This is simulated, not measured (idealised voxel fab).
The process module presented herein is designated voxel air gaps.
The cross-section shown here is cut; it is 140 nm wide and divided into square cells measuring 5 nm on a side.
A cross-section in this document is a grid of square cells, and it is written down as bands, the top band listed before the ones below it; a band is made up of one or more rows of cells. The band entry comprises the height of the band's top followed by the height of its bottom, expressed in nm, and subsequently the band's materials from left to right, each stated together with its width in nm. Where a single material is marked with the word "throughout", that material fills the band from edge to edge. The word "air" represents empty space. A quick word on heights: they are counted from 0, and under that level the wafer as it came to us is one material throughout. The lowest band is different from the rest in having no bottom; it simply continues downward, written as in "0..down". The two numbers in a width such as "30 to 40" mark its ends across the band: the first belongs to the top row of cells, the second to the bottom row, and from each row to the next the width moves by the same amount. The cross-section has no changed cell in any step marked "nothing got changed". Cavities, closed: empty space of 8 cells or more with no open way to the top, each as width x height at its distance from the left edge, in nm. The remark found on a step's line after its settings is issued by the simulator itself and pertains to that step. overlay nm: on a step with a mask, how far right of its planned place the mask lay; negative means left.
## List of planned process steps
1) RECEIVE,material Si
2) CONFORMAL_DEP,material SiO2,thk nm 15
3) CONFORMAL_DEP,material SiN,thk nm 5
4) DIRECTIONAL_DEP,material SiO2,thk nm 40
5) DIRECTIONAL_DEP,material aC,thk nm 10
6) PATTERN,tone open,mask id LINES,material resist,width nm 15,pitch nm 40,thk nm 25,overlay nm 0
7) DIRECTIONAL_ETCH,etch materials aC,depth nm 10
8) STRIP,etch materials resist
9) DIRECTIONAL_ETCH,etch materials SiO2,depth nm 40
10) STRIP,etch materials aC
11) CONFORMAL_DEP,material TiN,thk nm 5
12) FILL_DEP,material Ru,thk nm 5
13) CMP,height nm 60
14) EPI,material Ru,thk nm 10
15) SELECTIVE_ETCH,etch materials SiO2,depth nm 50
16) CONFORMAL_DEP,material SiCN,thk nm 5
## Here's what the wafer looked like in cross-section when it arrived - that's after step 1
0..down  Si throughout
Cavities, closed: none
## End-of-module cross-section. Starting structure and process plan as above; one mistake made in running it
75..70  SiCN throughout
70..60  Ru throughout
60..25  Ru (15)  TiN (5)  SiO2 (15)  TiN (5)  Ru (15)  TiN (5)  SiO2 (15)  TiN (5)  Ru (15)  TiN (5)  SiO2 (15)  TiN (5)  Ru (20)
25..20  TiN (20)  SiO2 (15)  TiN (25)  SiO2 (15)  TiN (25)  SiO2 (15)  TiN (25)
20..15  SiN throughout
15..0  SiO2 throughout
0..down  Si throughout
Cavities, closed: none
Against the plan, the run slipped here: step 6: run off-plan, actual operation and settings PATTERN,tone cover,mask id LINES,material resist,width nm 15,pitch nm 40,thk nm 25,overlay nm 0
